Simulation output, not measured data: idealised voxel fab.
process module | voxel lift off
cross-section cut | 180 nm wide | cells 5 nm
A cross-section is a grid of square cells, given in bands from the top down. A band is one or more rows of cells.
Each band's line starts with the height of the band's top and of its bottom, in nm. Then come its materials from left to right, each with its width in nm. One material with "throughout" fills the band from edge to edge. "air" is empty space.
Height 0 is the level under which the wafer as received is all one material. The lowest band goes on downwards, as in "0 down".
A width such as "30 to 40" changes by the same amount from each row of cells to the next, from the band's top row to its bottom row.
"no change" after a step means that no cell of the cross-section changed.
closed voids: empty space of 8 cells or more with no open way to the top, each as width x height at its distance from the left edge, in nm
after a step's settings: what the simulator itself notes on the step
overlay nm, on a step with a mask: how far to the right of its planned place the mask lay; to the left if negative
plan
1 op RECEIVE | material Si
2 op CONFORMAL_DEP | material Al2O3 | thk nm 15
3 op PATTERN | tone open | mask id LINES | material resist | width nm 25 | pitch nm 50 | thk nm 25 | overlay nm 0
4 op DIRECTIONAL_DEP | material Ru | thk nm 10
5 op STRIP | etch materials resist
6 op CONFORMAL_DEP | material SiN | thk nm 5
as received, after step 1
  0 down: Si throughout
  closed voids: none
first wafer at the end, as planned
  30 to 25: air 45 | SiN 35 | air 15 | SiN 35 | air 50
  25 to 20: air 45 | SiN 5 | Ru 25 | SiN 5 | air 15 | SiN 5 | Ru 25 | SiN 5 | air 50
  20 to 15: SiN 50 | Ru 25 | SiN 25 | Ru 25 | SiN 55
  15 to 0: Al2O3 throughout
  0 down: Si throughout
  closed voids: none
second wafer at the end: like start, like plan, one mistake
  30 to 25: air 45 | SiN 35 | air 15 | SiN 35 | air 50
  25 to 20: air 45 | SiN 5 | Ru 25 | SiN 5 | air 15 | SiN 5 | Ru 25 | SiN 5 | air 50
  20 to 15: SiN 50 | Ru 25 | SiN 25 | Ru 25 | SiN 55
  15 to 0: Ru throughout
  0 down: Si throughout
  closed voids: none
what went wrong: step 2 ran as: op CONFORMAL_DEP | material Ru | thk nm 15
at the end the second wafer has, in cells: 108 fewer of Al2O3 | 108 more of Ru
